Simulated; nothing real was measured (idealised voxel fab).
The process module that follows is named voxel double patterning.
Square cell edge 5 nm, section width 180 nm, ID cut.
Cross-section, as written here: a square-cell grid given band by band from the top down, where a band holds one or more rows of cells. The band entry comprises the height of the band's top followed by the height of its bottom, expressed in nm, and subsequently the band's materials from left to right, each stated together with its width in nm. Where a single material is marked with the word "edge to edge", that material fills the band from edge to edge. The word "empty" represents empty space. Height reference: 0 = level under which incoming wafer is all one material. Lowest band: no bottom, runs on downward, e.g. "top 0, no bottom". Quick explanation for "30 to 40": the width changes in equal steps down the rows of cells, from the first number in the band's top row to the second number in its bottom row. What does "no change" mean for a step? It means no cell of the cross-section changed in that step. The entry titled "Completely sealed voids" provides the empty spaces that have no open way to the top, restricted to those of 8 cells or more. Each is presented as width x height at distance, the distance being measured from the left edge, with all three in nm. Where a step's line continues beyond its settings, the continuation is a remark by the simulator itself on that step. If you see "overlay nm" on a step's line and that step has a mask, it's telling you how far right of where it was planned the mask ended up; a negative number means it went left instead.
THE STEPS PLANNED FOR THE PROCESS ARE AS FOLLOWS
- 1: RECEIVE,material Si
- 2: CONFORMAL_DEP,material SiO2,thk nm 10
- 3: DIRECTIONAL_DEP,material polySi,thk nm 10
- 4: DIRECTIONAL_DEP,material SiCN,thk nm 5
- 5: MASKED_ETCH,tone open,mask id FIRST,width nm 15,pitch nm 50,etch materials SiCN,depth nm 5,overlay nm 0
- 6: MASKED_ETCH,tone open,mask id SECOND,width nm 15,etch materials SiCN,depth nm 5,overlay nm 0
- 7: DIRECTIONAL_ETCH,etch materials polySi,depth nm 10
- 8: STRIP,etch materials SiCN
STEP 1 COMPLETE: CROSS-SECTION OF THE WAFER AS RECEIVED
	top 0, no bottom | Si edge to edge
	Completely sealed voids: none
WAFER CROSS-SECTION AT END OF MODULE: START AND PLAN AS SHOWN ABOVE, ONE EXECUTION ERROR
	top 20, bottom 10 | 55 of empty, 15 of polySi, 35 of empty, 15 of polySi, 60 of empty
	top 10, bottom 0 | SiO2 edge to edge
	top 0, no bottom | Si edge to edge
	Completely sealed voids: none
Heads up, the wafer didn't run the way we planned it: planned and actual differ for step 5; actual: MASKED_ETCH,tone cover,mask id FIRST,width nm 15,pitch nm 50,etch materials SiCN,depth nm 5,overlay nm 0
